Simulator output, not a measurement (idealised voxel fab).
process module | voxel transistor to metal
Shown is cross-section cut, with a width of 150 nm and square cells of size 5 nm.
How to read a cross-section here: the picture is a grid of square cells, written as bands going from the top down, and any band can span one or more rows of cells.
Basically the band line says how high the top is and how high the bottom is, in nm, and then what's in it from left to right, every material with its width in nm. Empty space shows up as "empty", and if a single material carries "all across" it runs the full band edge to edge.
A quick word on heights: they are counted from 0, and under that level the wafer as it came to us is one material throughout. The lowest band is different from the rest in having no bottom; it simply continues downward, written as in "0 nm and below".
The width entry "30..40" should be interpreted row by row: the top row of cells in the band takes the first number, the bottom row takes the second number, and the change between adjacent rows is uniform throughout.
Given "nothing got changed" for a step, no cell of the cross-section differs between before and after that step.
The list in "Voids, sealed" covers empty spaces of 8 cells or more that cannot reach the top through any open way, and it gives each as width x height at distance; the distance is from the left edge, and width, height and distance are in nm.
Anything after a step's settings on that line? It's the simulator's own note about the step.
On any step carrying a mask, the "overlay nm" setting, if present on the step's line, tells how far right of its planned place the mask lay; negative values point to the left.

plan:
1 RECEIVE, material Si
2 OXIDIZE, depth nm 5
3 CONFORMAL_DEP, material SiN, thk nm 15
4 DIRECTIONAL_DEP, material aC, thk nm 15
5 PATTERN, tone cover, mask id ACTIVE, material resist, width nm 95, thk nm 30, overlay nm -10
6 DIRECTIONAL_ETCH, etch materials aC, depth nm 15
7 STRIP, etch materials resist
8 DIRECTIONAL_ETCH, etch materials SiN, depth nm 15
9 DIRECTIONAL_ETCH, etch materials SiO2, depth nm 5
10 DIRECTIONAL_ETCH, etch materials Si, depth nm 35
11 STRIP, etch materials aC
12 OXIDIZE, depth nm 5
13 FILL_DEP, material SiO2, thk nm 5
14 CMP, height nm 15
15 SELECTIVE_ETCH, etch materials SiO2, depth nm 5
16 STRIP, etch materials SiN
17 SELECTIVE_ETCH, etch materials SiO2, depth nm 5
18 OXIDIZE, depth nm 5
19 DIRECTIONAL_DEP, material polySi, thk nm 25
20 DIRECTIONAL_DEP, material SiCN, thk nm 15
21 DIRECTIONAL_DEP, material aC, thk nm 10
22 PATTERN, tone cover, mask id GATE, material resist, width nm 15, thk nm 30, overlay nm 0
23 DIRECTIONAL_ETCH, etch materials aC, depth nm 10
24 STRIP, etch materials resist
25 DIRECTIONAL_ETCH, etch materials SiCN, depth nm 25
26 DIRECTIONAL_ETCH, etch materials polySi, depth nm 35
27 STRIP, etch materials aC
28 CONFORMAL_DEP, material SiO2, thk nm 5
29 DIRECTIONAL_ETCH, etch materials SiO2, depth nm 5
30 CONFORMAL_DEP, material SiN, thk nm 10
31 DIRECTIONAL_ETCH, etch materials SiN, depth nm 10
32 DIRECTIONAL_ETCH, etch materials SiO2, depth nm 5
33 EPI, material SiGe, thk nm 5
34 FILL_DEP, material SiO2, thk nm 10
35 CMP, height nm 35
36 DIRECTIONAL_DEP, material SiO2, thk nm 15
37 MASKED_ETCH, tone open, mask id CONTACT, width nm 30, pitch nm 55, etch materials SiO2, depth nm 55, overlay nm 0
38 CONFORMAL_DEP, material TiN, thk nm 5
39 FILL_DEP, material W, thk nm 5
40 CMP, height nm 50
41 CONFORMAL_DEP, material SiN, thk nm 5
42 DIRECTIONAL_DEP, material lowk, thk nm 15
43 MASKED_ETCH, tone open, mask id METAL_1, width nm 15, pitch nm 70, etch materials lowk, depth nm 15, overlay nm 0
44 MASKED_ETCH, tone open, mask id METAL_1, width nm 15, pitch nm 70, etch materials SiN, depth nm 5, overlay nm 0
45 CONFORMAL_DEP, material TiN, thk nm 5
46 FILL_DEP, material Cu, thk nm 5
47 CMP, height nm 70
48 CONFORMAL_DEP, material SiCN, thk nm 5
Don't read the plan's overlay nm for step 5 as applying to every wafer: that's the first wafer's value, and the wafers differ in it, though they all start identical.

Cross-section of the first of several wafers on receipt, reflecting completion of step 1:
- 0 nm and below = Si all across
- Voids, sealed: none

Depicted here is the first of several wafers in cross-section, at module completion following the last step, step 48:
- 75 nm to 70 nm = SiCN all across
- 70 nm to 55 nm = lowk=30, then TiN=5, then Cu=5, then TiN=5, then lowk=55, then TiN=5, then Cu=5, then TiN=5, then lowk=35
- 55 nm to 50 nm = SiN=30, then TiN=15, then SiN=55, then TiN=15, then SiN=35
- 50 nm to 40 nm = SiO2=30, then TiN=5, then W=20, then TiN=5, then SiO2=25, then TiN=5, then W=20, then TiN=5, then SiO2=35
- 40 nm to 35 nm = SiO2=30, then TiN=5, then W=10, then TiN=15, then SiO2=25, then TiN=15, then W=10, then TiN=5, then SiO2=35
- 35 nm to 20 nm = SiO2=30, then TiN=5, then W=10, then TiN=5, then SiN=10, then SiO2=5, then SiCN=15, then SiO2=5, then SiN=10, then TiN=5, then W=10, then TiN=5, then SiO2=35
- 20 nm to 10 nm = SiO2=30, then TiN=5, then W=10, then TiN=5, then SiN=10, then SiO2=5, then polySi=15, then SiO2=5, then SiN=10, then TiN=5, then W=10, then TiN=5, then SiO2=35
- 10 nm to 5 nm = SiO2=30, then TiN=5, then W=10, then TiN=5, then SiN=10, then SiO2=5, then polySi=15, then SiO2=5, then SiN=10, then TiN=20, then SiO2=35
- 5 nm to 0 nm = SiO2=15, then SiN=10, then SiO2=5, then TiN=5, then W=10, then TiN=5, then SiN=10, then SiO2=5, then polySi=15, then SiO2=5, then SiN=10, then TiN=5, then SiN=10, then TiN=5, then SiO2=35
- 0 nm to -5 nm = SiO2=15, then SiN=10, then SiO2=5, then TiN=20, then SiN=10, then SiO2=5, then polySi=15, then SiO2=5, then SiN=10, then TiN=5, then SiN=10, then TiN=5, then SiO2=35
- -5 nm to -10 nm = SiO2=25, then SiGe=25, then SiO2=45, then SiGe=5, then SiO2=50
- -10 nm to -45 nm = SiO2=20, then Si=85, then SiO2=45
- -45 nm and below = Si all across
- Voids, sealed: none

Last-wafer cross-section at the end of the module:
- 75 nm to 70 nm = SiCN all across
- 70 nm to 55 nm = lowk=30, then TiN=5, then Cu=5, then TiN=5, then lowk=55, then TiN=5, then Cu=5, then TiN=5, then lowk=35
- 55 nm to 50 nm = SiN=30, then TiN=15, then SiN=55, then TiN=15, then SiN=35
- 50 nm to 40 nm = SiO2=30, then TiN=5, then W=20, then TiN=5, then SiO2=25, then TiN=5, then W=20, then TiN=5, then SiO2=35
- 40 nm to 35 nm = SiO2=30, then TiN=5, then W=10, then TiN=15, then SiO2=25, then TiN=15, then W=10, then TiN=5, then SiO2=35
- 35 nm to 20 nm = SiO2=30, then TiN=5, then W=10, then TiN=5, then SiN=10, then SiO2=5, then SiCN=15, then SiO2=5, then SiN=10, then TiN=5, then W=10, then TiN=5, then SiO2=35
- 20 nm to 10 nm = SiO2=30, then TiN=5, then W=10, then TiN=5, then SiN=10, then SiO2=5, then polySi=15, then SiO2=5, then SiN=10, then TiN=5, then W=10, then TiN=5, then SiO2=35
- 10 nm to 5 nm = SiO2=30, then TiN=20, then SiN=10, then SiO2=5, then polySi=15, then SiO2=5, then SiN=10, then TiN=5, then W=10, then TiN=5, then SiO2=35
- 5 nm to 0 nm = SiO2=30, then TiN=10, then SiN=20, then SiO2=5, then polySi=15, then SiO2=5, then SiN=10, then TiN=5, then W=10, then TiN=5, then SiO2=10, then SiN=10, then SiO2=15
- 0 nm to -5 nm = SiO2=30, then TiN=10, then SiN=20, then SiO2=5, then polySi=15, then SiO2=5, then SiN=10, then TiN=20, then SiO2=10, then SiN=10, then SiO2=15
- -5 nm to -10 nm = SiO2=95, then SiGe=30, then SiO2=25
- -10 nm to -45 nm = SiO2=45, then Si=85, then SiO2=20
- -45 nm and below = Si all across
- Voids, sealed: none

each wafer at the end: cells of each material gained (+) or lost (-) since it was received, then its closed voids:
overlay nm -10; +6 Cu; -151 Si; +39 SiCN; +6 SiGe; +64 SiN; +285 SiO2; +70 TiN; +44 W; +72 lowk; +15 polySi; Voids, sealed: none
overlay nm -5; +6 Cu; -151 Si; +39 SiCN; +6 SiGe; +64 SiN; +285 SiO2; +70 TiN; +44 W; +72 lowk; +15 polySi; Voids, sealed: none
overlay nm 0; +6 Cu; -151 Si; +39 SiCN; +6 SiGe; +64 SiN; +285 SiO2; +70 TiN; +44 W; +72 lowk; +15 polySi; Voids, sealed: none
overlay nm 5; +6 Cu; -151 Si; +39 SiCN; +6 SiGe; +64 SiN; +285 SiO2; +70 TiN; +44 W; +72 lowk; +15 polySi; Voids, sealed: none
overlay nm 10; +6 Cu; -151 Si; +39 SiCN; +6 SiGe; +64 SiN; +285 SiO2; +70 TiN; +44 W; +72 lowk; +15 polySi; Voids, sealed: none
overlay nm 15; +6 Cu; -151 Si; +39 SiCN; +6 SiGe; +64 SiN; +285 SiO2; +70 TiN; +44 W; +72 lowk; +15 polySi; Voids, sealed: none
